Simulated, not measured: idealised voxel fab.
process module | voxel trench capacitor
cross-section cut | 280 nm wide | cells 5 nm
A cross-section is a grid of square cells, given in bands from the top down. A band is one or more rows of cells.
Each band's line starts with the height of the band's top and of its bottom, in nm. Then come its materials from left to right, each with its width in nm. One material with "throughout" fills the band from edge to edge. "air" is empty space.
Height 0 is the level under which the wafer as received is all one material. The lowest band goes on downwards, as in "0 down".
A width such as "30 to 40" changes by the same amount from each row of cells to the next, from the band's top row to its bottom row.
"no change" after a step means that no cell of the cross-section changed.
closed voids: empty space of 8 cells or more with no open way to the top, each as width x height at its distance from the left edge, in nm
after a step's settings: what the simulator itself notes on the step
overlay nm, on a step with a mask: how far to the right of its planned place the mask lay; to the left if negative
plan
1 op RECEIVE | material Si
2 op CONFORMAL_DEP | material SiN | thk nm 10
3 op PATTERN | tone open | mask id TRENCH | material resist | width nm 25 | pitch nm 45 | thk nm 15 | overlay nm -15
4 op DIRECTIONAL_ETCH | etch materials SiN | depth nm 10
5 op DIRECTIONAL_ETCH | etch materials Si | depth nm 35
6 op STRIP | etch materials resist
7 op CONFORMAL_DEP | material Al2O3 | thk nm 5
8 op FILL_DEP | material polySi | thk nm 10
9 op CMP | height nm 10
varied across the wafers: overlay nm of step 3. The plan shows the first wafer's value. All wafers start alike
first wafer as received, after step 1
  0 down: Si throughout
  closed voids: none
first wafer at the end, after step 9
  10 to 0: SiN 45 | Al2O3 5 | polySi 15 | Al2O3 5 | SiN 20 | Al2O3 5 | polySi 15 | Al2O3 5 | SiN 20 | Al2O3 5 | polySi 15 | Al2O3 5 | SiN 20 | Al2O3 5 | polySi 15 | Al2O3 5 | SiN 75
  0 to -30: Si 45 | Al2O3 5 | polySi 15 | Al2O3 5 | Si 20 | Al2O3 5 | polySi 15 | Al2O3 5 | Si 20 | Al2O3 5 | polySi 15 | Al2O3 5 | Si 20 | Al2O3 5 | polySi 15 | Al2O3 5 | Si 75
  -30 to -35: Si 45 | Al2O3 25 | Si 20 | Al2O3 25 | Si 20 | Al2O3 25 | Si 20 | Al2O3 25 | Si 75
  -35 down: Si throughout
  closed voids: none
last wafer at the end
  10 to 0: SiN 75 | Al2O3 5 | polySi 15 | Al2O3 5 | SiN 20 | Al2O3 5 | polySi 15 | Al2O3 5 | SiN 20 | Al2O3 5 | polySi 15 | Al2O3 5 | SiN 20 | Al2O3 5 | polySi 15 | Al2O3 5 | SiN 45
  0 to -30: Si 75 | Al2O3 5 | polySi 15 | Al2O3 5 | Si 20 | Al2O3 5 | polySi 15 | Al2O3 5 | Si 20 | Al2O3 5 | polySi 15 | Al2O3 5 | Si 20 | Al2O3 5 | polySi 15 | Al2O3 5 | Si 45
  -30 to -35: Si 75 | Al2O3 25 | Si 20 | Al2O3 25 | Si 20 | Al2O3 25 | Si 20 | Al2O3 25 | Si 45
  -35 down: Si throughout
  closed voids: none
each wafer at the end: cells of each material gained (+) or lost (-) since it was received, then its closed voids
overlay nm -15 | +84 Al2O3 | -140 Si | +72 SiN | +96 polySi | closed voids: none
overlay nm -10 | +84 Al2O3 | -140 Si | +72 SiN | +96 polySi | closed voids: none
overlay nm -5 | +84 Al2O3 | -140 Si | +72 SiN | +96 polySi | closed voids: none
overlay nm 0 | +84 Al2O3 | -140 Si | +72 SiN | +96 polySi | closed voids: none
overlay nm 5 | +84 Al2O3 | -140 Si | +72 SiN | +96 polySi | closed voids: none
overlay nm 10 | +84 Al2O3 | -140 Si | +72 SiN | +96 polySi | closed voids: none
overlay nm 15 | +84 Al2O3 | -140 Si | +72 SiN | +96 polySi | closed voids: none
